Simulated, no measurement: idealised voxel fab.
The following is a process module called voxel double patterning.
Cross-section cut spans 295 nm and uses square cells 5 nm in size.
Cross-section spec: square-cell grid; bands listed top down; each band is one or more rows. Each band's line starts with the height of the band's top and of its bottom, in nm. Then come its materials from left to right, each with its width in nm. One material with "full width" fills the band from edge to edge. "blank" is empty space. A quick word on heights: they are counted from 0, and under that level the wafer as it came to us is one material throughout. The lowest band is different from the rest in having no bottom; it simply continues downward, written as in "top 0, no bottom". Width spec "30..40" -> top row of cells at first value, bottom row at second value, equal per-row change in between. "everything unchanged", as given for a step, is the statement that not any cell of the cross-section underwent a change during that step. Basically, "Closed-off voids" tells you about the enclosed voids: empty spaces with no open way to the top, 8 cells or bigger, each written width x height at distance, where distance is from the left edge, all in nm. The remark found on a step's line after its settings is issued by the simulator itself and pertains to that step. "overlay nm" answers the question of how far to the right of plan the mask lay on a step that has a mask, and when it is negative the answer is to the left.
**Steps in the process plan**
1 RECEIVE, material Si
2 CONFORMAL_DEP, material SiO2, thk nm 10
3 DIRECTIONAL_DEP, material W, thk nm 10
4 DIRECTIONAL_DEP, material SiN, thk nm 5
5 MASKED_ETCH, tone open, mask id FIRST, width nm 15, pitch nm 50, etch materials SiN, depth nm 5, overlay nm 0
6 DIRECTIONAL_DEP, material aC, thk nm 10
7 PATTERN, tone open, mask id SECOND, material resist, width nm 15, pitch nm 50, thk nm 25, overlay nm 0
8 DIRECTIONAL_ETCH, etch materials aC, depth nm 10
9 STRIP, etch materials resist
10 DIRECTIONAL_ETCH, etch materials SiN, depth nm 5
11 STRIP, etch materials aC
12 DIRECTIONAL_ETCH, etch materials W, depth nm 10
13 STRIP, etch materials SiN
**Cross-section of the incoming wafer, state after step 1**
	top 0, no bottom = Si full width
	Closed-off voids: none
**First of two wafers, end-of-module section, run followed plan**
	top 20, bottom 10 = 90 of W  15 of blank  10 of W  15 of blank  10 of W  15 of blank  10 of W  15 of blank  10 of W  15 of blank  90 of W
	top 10, bottom 0 = SiO2 full width
	top 0, no bottom = Si full width
	Closed-off voids: none
**The second wafer, shown in cross-section after the module: started the same way as the first and given the same plan, yet one mistake crept into how it was run**
	top 20, bottom 10 = SiO2 full width
	top 10, bottom 0 = W full width
	top 0, no bottom = Si full width
	Closed-off voids: none
Short version of what went wrong: step 2 ran in the slot meant for step 3, and vice versa
End of process, cell counts, second wafer against first, materials with more or fewer: W: 30 more
